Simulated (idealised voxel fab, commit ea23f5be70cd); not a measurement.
Proc. module: voxel lift off
Section shown: cut. Width: 170 nm. Cell size: 5 nm, square.
Reading order for cross-sections: top band down to bottom band. Underlying form: a grid of square cells. Band size: one or more rows of cells. It is stipulated that each band's entry specify, in nanometres, the height of the top of the band and then that of its bottom, followed by the materials of the band in left-to-right sequence, each together with its width in nanometres. A single material marked by the word "everywhere" is understood to fill the band from edge to edge; the word "empty" is understood to denote empty space. It should be noted that heights are counted from 0, beneath which the wafer as supplied is of one material throughout, and that the lowest band possesses no lower boundary but continues downward, as written in "z 0 and below". Width: "30->40" (first number = top row, second number = bottom row, same change from row to row of cells). "remained unchanged" (step): cross-section cells unchanged, all of them. Basically, "Enclosed internal cavities" tells you about the enclosed voids: empty spaces with no open way to the top, 8 cells or bigger, each written width x height at distance, where distance is from the left edge, all in nm. Read whatever lies past the settings on a step's line as the simulator's own remark about the step. For masked steps, "overlay nm" on the step line gives how far right of plan the mask actually lay; a minus sign means it lay to the left.
These are the steps we planned for the process
1. RECEIVE [material Si]
2. CONFORMAL_DEP [material SiO2] [thk nm 5]
3. PATTERN [tone open] [mask id LINES] [material resist] [width nm 30] [pitch nm 60] [thk nm 25] [overlay nm 0]
4. DIRECTIONAL_DEP [material Ru] [thk nm 15]
5. STRIP [etch materials resist]
6. CONFORMAL_DEP [material SiCN] [thk nm 5]
First of two wafers, processed according to plan
Wafer cross-section on receipt, i.e. after step 1
z 0 and below  Si everywhere
Enclosed internal cavities: none
Step 2 complete: cross-section through the wafer
z 5 to 0  SiO2 everywhere
Note: structure below 0 unchanged.
Step 3 complete: cross-section through the wafer
z 30 to 5  40 nm resist; 30 nm empty; 30 nm resist; 30 nm empty; 40 nm resist
Note: structure below 5 unchanged.
Step 4 complete: cross-section through the wafer
z 45 to 30  40 nm Ru; 30 nm empty; 30 nm Ru; 30 nm empty; 40 nm Ru
z 30 to 20  40 nm resist; 30 nm empty; 30 nm resist; 30 nm empty; 40 nm resist
z 20 to 5  40 nm resist; 30 nm Ru; 30 nm resist; 30 nm Ru; 40 nm resist
Note: structure below 5 unchanged.
Step 5 complete: cross-section through the wafer
z 20 to 5  40 nm empty; 30 nm Ru; 30 nm empty; 30 nm Ru; 40 nm empty
Note: structure below 5 unchanged.
Step 6 complete: cross-section through the wafer
z 25 to 20  35 nm empty; 40 nm SiCN; 20 nm empty; 40 nm SiCN; 35 nm empty
z 20 to 10  35 nm empty; 5 nm SiCN; 30 nm Ru; 5 nm SiCN; 20 nm empty; 5 nm SiCN; 30 nm Ru; 5 nm SiCN; 35 nm empty
z 10 to 5  40 nm SiCN; 30 nm Ru; 30 nm SiCN; 30 nm Ru; 40 nm SiCN
Note: structure below 5 unchanged.
Second wafer: same start and same plan as the first, one execution error; identical to the first through step 2
The second wafer in cross-section, at the planned close of step 3
z 30 to 5  40 nm empty; 30 nm resist; 30 nm empty; 30 nm resist; 40 nm empty
Note: structure below 5 unchanged.
The second wafer in cross-section, at the planned close of step 4
z 45 to 30  40 nm empty; 30 nm Ru; 30 nm empty; 30 nm Ru; 40 nm empty
z 30 to 20  40 nm empty; 30 nm resist; 30 nm empty; 30 nm resist; 40 nm empty
z 20 to 5  40 nm Ru; 30 nm resist; 30 nm Ru; 30 nm resist; 40 nm Ru
Note: structure below 5 unchanged.
The second wafer in cross-section, at the planned close of step 5
z 20 to 5  40 nm Ru; 30 nm empty; 30 nm Ru; 30 nm empty; 40 nm Ru
Note: structure below 5 unchanged.
The second wafer in cross-section, at the planned close of step 6
z 25 to 20  45 nm SiCN; 20 nm empty; 40 nm SiCN; 20 nm empty; 45 nm SiCN
z 20 to 10  40 nm Ru; 5 nm SiCN; 20 nm empty; 5 nm SiCN; 30 nm Ru; 5 nm SiCN; 20 nm empty; 5 nm SiCN; 40 nm Ru
z 10 to 5  40 nm Ru; 30 nm SiCN; 30 nm Ru; 30 nm SiCN; 40 nm Ru
Note: structure below 5 unchanged.
Error vs. plan: step 3 ran as: PATTERN [tone cover] [mask id LINES] [material resist] [width nm 30] [pitch nm 60] [thk nm 25] [overlay nm 0]
The closing comparison, in cells, has the second wafer with more or fewer of some materials than the first: +30 Ru
